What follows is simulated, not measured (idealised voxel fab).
Process module name: voxel local oxidation
Square cell edge 5 nm, section width 285 nm, ID cut.
In this document a cross-section is written as a grid of square cells. It is given as a series of bands, listed from the top down, and a band is one or more rows of cells. The band entry comprises the height of the band's top followed by the height of its bottom, expressed in nm, and subsequently the band's materials from left to right, each stated together with its width in nm. Where a single material is marked with the word "edge to edge", that material fills the band from edge to edge. The word "blank" represents empty space. Where do heights start? At 0: under that level the wafer as delivered is made of one material only. And the lowest band has no floor; it just carries on downward, as in "from 0 down". Width "30 to 40": first value at the band's top row of cells, second value at its bottom row, equal change from row to row. The designation "no modifications", where it is given for a processing step, indicates that no cell of the cross-section was altered in the course of that step. Entry "Closed cavity list". Content: empty spaces with no open connection to the top, size 8 cells or greater. Each: width x height at distance. Distance: from left edge. Unit: nm. Whatever follows a step's settings on its line is a remark the simulator itself makes about that step. overlay nm: how far to the right of its planned place the mask lay on this masked step (negative: to the left).
## Process steps - plan
1: RECEIVE [material Si]
2: OXIDIZE [depth nm 5]
3: CONFORMAL_DEP [material SiN] [thk nm 15]
4: DIRECTIONAL_DEP [material aC] [thk nm 10]
5: PATTERN [tone cover] [mask id ACTIVE] [material resist] [width nm 105] [pitch nm 125] [thk nm 25] [overlay nm 0]
6: DIRECTIONAL_ETCH [etch materials aC] [depth nm 10]
7: STRIP [etch materials resist]
8: DIRECTIONAL_ETCH [etch materials SiN] [depth nm 15]
9: STRIP [etch materials aC]
10: SELECTIVE_ETCH [etch materials SiO2] [depth nm 5]
11: OXIDIZE [depth nm 15]
12: STRIP [etch materials SiN]
## So this is the incoming wafer in cross-section - it's already been through step 1
* from 0 down | Si edge to edge
* Closed cavity list: none
## Wafer cross-section at module end: first of two, run to plan
* from 0 to -5 | blank (30) / SiO2 (95) / blank (30) / SiO2 (95) / blank (35)
* from -5 to -20 | SiO2 (45) / Si (65) / SiO2 (60) / Si (65) / SiO2 (50)
* from -20 down | Si edge to edge
* Closed cavity list: none
## Cross-section, second wafer: same start as the first, same plan as the first, one mistake in running it; taken at the end of the module
* from 10 to -5 | SiO2 edge to edge
* from -5 down | Si edge to edge
* Closed cavity list: none
Finding, execution versus plan: heads up, step 3 didn't go per plan, it actually ran as CONFORMAL_DEP [material SiO2] [thk nm 15]
Wafer comparison, final, in cells, second relative to first, materials more or fewer: Si: 93 more | SiO2: 40 more
